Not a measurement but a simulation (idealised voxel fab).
Documented hereafter: the process module known as voxel air gaps.
Shown is cross-section cut, with a width of 225 nm and square cells of size 5 nm.
A cross-section is written here as square cells arranged in a grid, and it is given in bands from the top down, each band taking up one or more rows of cells. Heads up on the band format: heights come first, top then bottom, in nm. After that it's the materials left to right, each with its width in nm. A single material flagged "throughout" fills the whole band edge to edge, and "empty" means there's empty space there. Heights are measured from 0, the level below which the as-received wafer is all one material; the lowest band has no bottom and continues downward, written as in "from 0 down". You'd read "30..40" like this: the band's top row of cells is as wide as the first number, its bottom row is as wide as the second, and going down, every row changes width by the same amount as the row before did. Any step labelled "same as before" changed none of the cells in the cross-section. Basically, "Enclosed void catalog" tells you about the enclosed voids: empty spaces with no open way to the top, 8 cells or bigger, each written width x height at distance, where distance is from the left edge, all in nm. On a step's line, text after the settings is the simulator commenting on that step. overlay nm: right-of-plan distance of the mask on a masked step; negative values mean left-of-plan.
## Intended process steps
- 1: RECEIVE: material Si
- 2: CONFORMAL_DEP: material SiO2, thk nm 10
- 3: CONFORMAL_DEP: material SiCN, thk nm 5
- 4: DIRECTIONAL_DEP: material SiO2, thk nm 35
- 5: MASKED_ETCH: tone open, mask id LINES, width nm 15, pitch nm 40, etch materials SiO2, depth nm 35, overlay nm 0
- 6: CONFORMAL_DEP: material TiN, thk nm 5
- 7: FILL_DEP: material Cu, thk nm 5
- 8: CMP: height nm 50
- 9: EPI: material Ru, thk nm 10
- 10: SELECTIVE_ETCH: etch materials SiO2, depth nm 45
- 11: CONFORMAL_DEP: material SiCN, thk nm 5
## As-received wafer cross-section (after step 1)
	from 0 down = Si throughout
	Enclosed void catalog: none
## Below is the wafer in cross-section after the module was completed. It began from the starting point shown above and followed the plan shown above, except that one mistake was made while running it
	from 65 to 60 = empty (55), then SiCN (35), then empty (5), then SiCN (35), then empty (5), then SiCN (35), then empty (55)
	from 60 to 50 = empty (55), then SiCN (5), then Ru (25), then SiCN (5), then empty (5), then SiCN (5), then Ru (25), then SiCN (5), then empty (5), then SiCN (5), then Ru (25), then SiCN (5), then empty (55)
	from 50 to 45 = empty (55), then SiCN (15), then Cu (5), then SiCN (15), then empty (5), then SiCN (15), then Cu (5), then SiCN (15), then empty (5), then SiCN (15), then Cu (5), then SiCN (15), then empty (55)
	from 45 to 20 = empty (60), then SiCN (10), then Cu (5), then SiCN (10), then empty (15), then SiCN (10), then Cu (5), then SiCN (10), then empty (15), then SiCN (10), then Cu (5), then SiCN (10), then empty (60)
	from 20 to 10 = SiCN throughout
	from 10 to 0 = SiO2 throughout
	from 0 down = Si throughout
	Enclosed void catalog: none
Nonconformance to the process plan: in deviation from the planned setting, step 6 was conducted as CONFORMAL_DEP: material SiCN, thk nm 5
